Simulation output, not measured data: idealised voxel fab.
Process module heading - voxel self aligned contacts
We display cut, a cross-section 145 nm in width whose square cells are each 5 nm.
Square cells in a grid make up a cross-section in this document, and the grid is given as bands, listed from the top down, each one or more rows of cells. What a band's entry tells you: where the top is and where the bottom is, as heights in nm, and after that what lies inside, material by material from left to right, each with its width in nm. Empty space is written as the word "blank", and a single material marked with the word "everywhere" occupies the band from edge to edge. Zero point of the height axis is 0; under it, received wafer = one material. Lowest band: continues down indefinitely, "from 0 down". Read "30->40" as a graded width: first number on top, second number at the bottom, same change between each pair of neighbouring rows. "no alteration" -> step changed no cross-section cell. Closed empty spaces (no open way to the top) of 8 cells or more are what "Enclosed voids" lists, each as width x height at distance from the left edge, nm for all three. If you see something after the settings on a step's line, that's the simulator's own remark about that step. On any step carrying a mask, the "overlay nm" setting, if present on the step's line, tells how far right of its planned place the mask lay; negative values point to the left.
-- The planned process steps are enumerated hereunder
1) RECEIVE [material Si]
2) CONFORMAL_DEP [material SiO2] [thk nm 5]
3) DIRECTIONAL_DEP [material polySi] [thk nm 20]
4) DIRECTIONAL_DEP [material SiN] [thk nm 20]
5) PATTERN [tone cover] [mask id GATE] [material resist] [width nm 35] [pitch nm 70] [thk nm 15] [overlay nm 0]
6) DIRECTIONAL_ETCH [etch materials SiN] [depth nm 20]
7) DIRECTIONAL_ETCH [etch materials polySi] [depth nm 20]
8) STRIP [etch materials resist]
9) CONFORMAL_DEP [material SiN] [thk nm 10]
10) DIRECTIONAL_ETCH [etch materials SiN] [depth nm 10]
11) FILL_DEP [material SiO2] [thk nm 15]
12) CMP [height nm 55]
13) DIRECTIONAL_DEP [material aC] [thk nm 15]
14) PATTERN [tone open] [mask id CONTACT] [material resist] [width nm 55] [thk nm 30] [overlay nm 0]
15) DIRECTIONAL_ETCH [etch materials aC] [depth nm 15]
16) STRIP [etch materials resist]
17) DIRECTIONAL_ETCH [etch materials SiO2] [depth nm 55]
18) STRIP [etch materials aC]
19) CONFORMAL_DEP [material TiN] [thk nm 5]
20) FILL_DEP [material W] [thk nm 10]
21) CMP [height nm 55]
22) CONFORMAL_DEP [material SiN] [thk nm 5]
-- The cross-section here shows the wafer as received, i.e. in its state after step 1
    from 0 down | Si everywhere
    Enclosed voids: none
-- Figure: cross-sectional view of the wafer upon completion of the module, processed from the initial state and according to the plan depicted above, with one error introduced during execution
    from 75 to 70 | SiN everywhere
    from 70 to 60 | W everywhere
    from 60 to 55 | TiN 50; W 45; TiN 50
    from 55 to 45 | SiO2 45; TiN 5->25; W 45->5; TiN 5->25; SiO2 45
    from 45 to 25 | SiO2 10; SiN 55; TiN 5; W 5; TiN 5; SiN 55; SiO2 10
    from 25 to 5 | SiO2 10; SiN 10; polySi 35; SiN 10; TiN 5; W 5; TiN 5; SiN 10; polySi 35; SiN 10; SiO2 10
    from 5 to 0 | SiO2 65; TiN 15; SiO2 65
    from 0 down | Si everywhere
    Enclosed voids: none
Deviation noted in wafer processing: it should be noted that step 21 of the plan was omitted and was not performed
